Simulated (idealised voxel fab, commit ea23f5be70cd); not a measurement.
process module | voxel self aligned vias
cross-section cut | 165 nm wide | cells 5 nm
A cross-section is a grid of square cells, given in bands from the top down. A band is one or more rows of cells.
Each band's line starts with the height of the band's top and of its bottom, in nm. Then come its materials from left to right, each with its width in nm. One material with "throughout" fills the band from edge to edge. "air" is empty space.
Height 0 is the level under which the wafer as received is all one material. The lowest band goes on downwards, as in "0 down".
A width such as "30 to 40" changes by the same amount from each row of cells to the next, from the band's top row to its bottom row.
"no change" after a step means that no cell of the cross-section changed.
closed voids: empty space of 8 cells or more with no open way to the top, each as width x height at its distance from the left edge, in nm
after a step's settings: what the simulator itself notes on the step
overlay nm, on a step with a mask: how far to the right of its planned place the mask lay; to the left if negative
plan
1 op RECEIVE | material Si
2 op CONFORMAL_DEP | material SiO2 | thk nm 15
3 op CONFORMAL_DEP | material SiCN | thk nm 5
4 op DIRECTIONAL_DEP | material SiO2 | thk nm 20
5 op MASKED_ETCH | tone open | mask id LINES | width nm 20 | pitch nm 55 | etch materials SiO2 | depth nm 20 | overlay nm 0
6 op CONFORMAL_DEP | material TiN | thk nm 5
7 op FILL_DEP | material Ru | thk nm 5
8 op CMP | height nm 40
9 op SELECTIVE_ETCH | etch materials W Ru TiN | depth nm 5
10 op FILL_DEP | material SiN | thk nm 10
11 op CMP | height nm 40
12 op DIRECTIONAL_DEP | material SiO2 | thk nm 20
13 op DIRECTIONAL_DEP | material aC | thk nm 10
14 op PATTERN | tone open | mask id VIAS | material resist | width nm 30 | thk nm 30 | overlay nm 0
15 op DIRECTIONAL_ETCH | etch materials aC | depth nm 10
16 op STRIP | etch materials resist
17 op DIRECTIONAL_ETCH | etch materials SiO2 | depth nm 20
18 op DIRECTIONAL_ETCH | etch materials SiN | depth nm 5
19 op STRIP | etch materials aC
20 op CONFORMAL_DEP | material TiN | thk nm 5
21 op FILL_DEP | material Cu | thk nm 5
22 op CMP | height nm 60
23 op CONFORMAL_DEP | material SiCN | thk nm 5
first wafer, as planned
as received, after step 1
  0 down: Si throughout
  closed voids: none
after step 2
  15 to 0: SiO2 throughout
  below 0: unchanged
after step 3
  20 to 15: SiCN throughout
  below 15: unchanged
after step 4
  40 to 20: SiO2 throughout
  below 20: unchanged
after step 5
  40 to 20: SiO2 45 | air 20 | SiO2 35 | air 20 | SiO2 45
  below 20: unchanged
after step 6
  45 to 40: TiN 50 | air 10 | TiN 45 | air 10 | TiN 50
  40 to 25: SiO2 45 | TiN 5 | air 10 | TiN 5 | SiO2 35 | TiN 5 | air 10 | TiN 5 | SiO2 45
  25 to 20: SiO2 45 | TiN 20 | SiO2 35 | TiN 20 | SiO2 45
  below 20: unchanged
after step 7
  50 to 45: Ru throughout
  45 to 40: TiN 50 | Ru 10 | TiN 45 | Ru 10 | TiN 50
  40 to 25: SiO2 45 | TiN 5 | Ru 10 | TiN 5 | SiO2 35 | TiN 5 | Ru 10 | TiN 5 | SiO2 45
  below 25: unchanged
after step 8
  40 to 25: SiO2 45 | TiN 5 | Ru 10 | TiN 5 | SiO2 35 | TiN 5 | Ru 10 | TiN 5 | SiO2 45
  below 25: unchanged
after step 9
  40 to 35: SiO2 45 | air 20 | SiO2 35 | air 20 | SiO2 45
  below 35: unchanged
after step 10
  50 to 40: SiN throughout
  40 to 35: SiO2 45 | SiN 20 | SiO2 35 | SiN 20 | SiO2 45
  below 35: unchanged
after step 11
  40 to 35: SiO2 45 | SiN 20 | SiO2 35 | SiN 20 | SiO2 45
  below 35: unchanged
after step 12
  60 to 40: SiO2 throughout
  below 40: unchanged
after step 13
  70 to 60: aC throughout
  below 60: unchanged
after step 14
  100 to 70: resist 40 | air 30 | resist 95
  below 70: unchanged
after step 15
  90 to 70: resist 40 | air 30 | resist 95
  70 to 60: aC 40 | air 30 | aC 95
  below 60: unchanged
after step 16
  70 to 60: aC 40 | air 30 | aC 95
  below 60: unchanged
after step 17
  70 to 60: aC 40 | air 30 | aC 95
  60 to 40: SiO2 40 | air 30 | SiO2 95
  below 40: unchanged
after step 18
  70 to 60: aC 40 | air 30 | aC 95
  60 to 40: SiO2 40 | air 30 | SiO2 95
  40 to 35: SiO2 45 | air 20 | SiO2 35 | SiN 20 | SiO2 45
  below 35: unchanged
after step 19
  60 to 40: SiO2 40 | air 30 | SiO2 95
  below 40: unchanged
after step 20
  65 to 60: TiN 45 | air 20 | TiN 100
  60 to 45: SiO2 40 | TiN 5 | air 20 | TiN 5 | SiO2 95
  45 to 40: SiO2 40 | TiN 10 | air 10 | TiN 10 | SiO2 95
  40 to 35: SiO2 45 | TiN 20 | SiO2 35 | SiN 20 | SiO2 45
  below 35: unchanged
after step 21
  70 to 65: Cu throughout
  65 to 60: TiN 45 | Cu 20 | TiN 100
  60 to 45: SiO2 40 | TiN 5 | Cu 20 | TiN 5 | SiO2 95
  45 to 40: SiO2 40 | TiN 10 | Cu 10 | TiN 10 | SiO2 95
  below 40: unchanged
after step 22
  60 to 45: SiO2 40 | TiN 5 | Cu 20 | TiN 5 | SiO2 95
  below 45: unchanged
after step 23
  65 to 60: SiCN throughout
  below 60: unchanged
second wafer: like start, like plan, one mistake. Through step 19 it matches the first wafer
when step 20 should have ended
  65 to 60: SiCN 45 | air 20 | SiCN 100
  60 to 45: SiO2 40 | SiCN 5 | air 20 | SiCN 5 | SiO2 95
  45 to 40: SiO2 40 | SiCN 10 | air 10 | SiCN 10 | SiO2 95
  40 to 35: SiO2 45 | SiCN 20 | SiO2 35 | SiN 20 | SiO2 45
  below 35: unchanged
when step 21 should have ended
  70 to 65: Cu throughout
  65 to 60: SiCN 45 | Cu 20 | SiCN 100
  60 to 45: SiO2 40 | SiCN 5 | Cu 20 | SiCN 5 | SiO2 95
  45 to 40: SiO2 40 | SiCN 10 | Cu 10 | SiCN 10 | SiO2 95
  below 40: unchanged
when step 22 should have ended
  60 to 45: SiO2 40 | SiCN 5 | Cu 20 | SiCN 5 | SiO2 95
  below 45: unchanged
when step 23 should have ended
  65 to 60: SiCN throughout
  below 60: unchanged
what went wrong: step 20 ran as: op CONFORMAL_DEP | material SiCN | thk nm 5
at the end the second wafer has, in cells: 14 more of SiCN | 14 fewer of TiN
